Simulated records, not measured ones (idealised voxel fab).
process module | voxel tone inversion
The cross-section shown here is cut; it is 230 nm wide and divided into square cells measuring 5 nm on a side.
When this document writes out a cross-section, it uses a grid of square cells and lists it as bands, beginning at the top and moving down, with a band standing for one or more rows of cells.
Top, bottom (nm), then materials left to right with widths (nm); lone material tagged "edge to edge" fills the whole band edge to edge; "air" = empty space.
Heights are measured from 0, the level below which the as-received wafer is all one material; the lowest band has no bottom and continues downward, written as in "0 nm and below".
You'd read "30->40" like this: the band's top row of cells is as wide as the first number, its bottom row is as wide as the second, and going down, every row changes width by the same amount as the row before did.
Where the words "no alterations made" appear for a step, the cross-section shows no cell changed by that step; every cell remained as before.
Voids not open to the top, 8 cells minimum: see "Enclosed internal cavities". Written width x height at distance; distance is from the left edge; nm.
Heads up: the bit after the settings on a step's line is the simulator's remark on that step.
overlay nm: where the mask lay relative to plan, measured to the right, on steps with a mask; negatives go left.
[Steps in the process plan]
1: RECEIVE,material Si
2: CONFORMAL_DEP,material SiN,thk nm 5
3: DIRECTIONAL_DEP,material aC,thk nm 20
4: PATTERN,tone cover,mask id POSTS,material resist,width nm 25,pitch nm 45,thk nm 30,overlay nm 0
5: DIRECTIONAL_ETCH,etch materials aC,depth nm 20
6: STRIP,etch materials resist
7: FILL_DEP,material SiO2,thk nm 5
8: CMP,height nm 25
9: STRIP,etch materials aC
[Incoming wafer in cross-section (state: after step 1)]
  0 nm and below = Si edge to edge
  Enclosed internal cavities: none
[Cross-sectional result after module completion. Note: starting condition and plan are unchanged from above; one processing mistake was made]
  25 nm to 5 nm = SiO2=85, then air=20, then SiO2=25, then air=20, then SiO2=80
  5 nm to 0 nm = SiN edge to edge
  0 nm and below = Si edge to edge
  Enclosed internal cavities: none
What was the processing mistake? step 4 was not run as planned; what actually ran was PATTERN,tone cover,mask id POSTS,material resist,width nm 20,pitch nm 45,thk nm 30,overlay nm 0
